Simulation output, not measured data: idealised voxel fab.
voxel ribs on slabs: a process module
The cross-section shown here is cut; it is 180 nm wide and divided into square cells measuring 5 nm on a side.
Cross-section format: a grid of square cells, given as bands from top to bottom; each band is one or more rows of cells.
Top, bottom (nm), then materials left to right with widths (nm); lone material tagged "edge to edge" fills the whole band edge to edge; "air" = empty space.
Height reference: 0 = level under which incoming wafer is all one material. Lowest band: no bottom, runs on downward, e.g. "top 0, no bottom".
Read "30 to 40" as a graded width: first number on top, second number at the bottom, same change between each pair of neighbouring rows.
"remained the same" -> step changed no cross-section cell.
"Trapped cavities": empty spaces of 8 cells or more with no open way to the top, each given as width x height at distance, distance from the left edge, all in nm.
If you see something after the settings on a step's line, that's the simulator's own remark about that step.
For masked steps, "overlay nm" on the step line gives how far right of plan the mask actually lay; a minus sign means it lay to the left.

## So here's the lineup of process steps we planned
1: RECEIVE (material Si)
2: DIRECTIONAL_DEP (material SiO2; thk nm 25)
3: DIRECTIONAL_DEP (material polySi; thk nm 15)
4: MASKED_ETCH (tone cover; mask id RIB; width nm 20; etch materials polySi; depth nm 10; overlay nm 0)
5: PATTERN (tone cover; mask id SLAB; material resist; width nm 80; thk nm 15; overlay nm 0)
6: DIRECTIONAL_ETCH (etch materials polySi; depth nm 5)
7: STRIP (etch materials resist)
8: FILL_DEP (material SiO2; thk nm 20)
9: CMP (height nm 50)
10: DIRECTIONAL_DEP (material W; thk nm 5)
11: PATTERN (tone cover; mask id HEATER; material resist; width nm 30; thk nm 20; overlay nm 0)
12: DIRECTIONAL_ETCH (etch materials W; depth nm 5)
13: STRIP (etch materials resist)
14: CONFORMAL_DEP (material SiN; thk nm 10)

## Cross-sectional view of the wafer in its as-received condition, corresponding to the state after step 1
  top 0, no bottom: Si edge to edge
  Trapped cavities: none

## First wafer of two, sectioned at end of module; run went per plan
  top 65, bottom 60: air=65 / SiN=50 / air=65
  top 60, bottom 55: SiN edge to edge
  top 55, bottom 50: SiN=75 / W=30 / SiN=75
  top 50, bottom 40: SiO2 edge to edge
  top 40, bottom 30: SiO2=80 / polySi=20 / SiO2=80
  top 30, bottom 25: SiO2=50 / polySi=80 / SiO2=50
  top 25, bottom 0: SiO2 edge to edge
  top 0, no bottom: Si edge to edge
  Trapped cavities: none

## Here's the second of our two wafers sectioned at module end. Same start as the first, same plan, but one mistake got made running it
  top 65, bottom 60: air=65 / SiN=50 / air=65
  top 60, bottom 55: SiN edge to edge
  top 55, bottom 50: SiN=75 / W=30 / SiN=75
  top 50, bottom 45: SiO2 edge to edge
  top 45, bottom 35: SiO2=80 / polySi=20 / SiO2=80
  top 35, bottom 30: SiO2=50 / polySi=80 / SiO2=50
  top 30, bottom 0: SiO2 edge to edge
  top 0, no bottom: Si edge to edge
  Trapped cavities: none
Want to know what went wrong? not per plan at step 2, really ran DIRECTIONAL_DEP (material SiO2; thk nm 30)
The concluding comparison shows that, measured in cells, each material is equally abundant on both wafers, albeit at different positions.
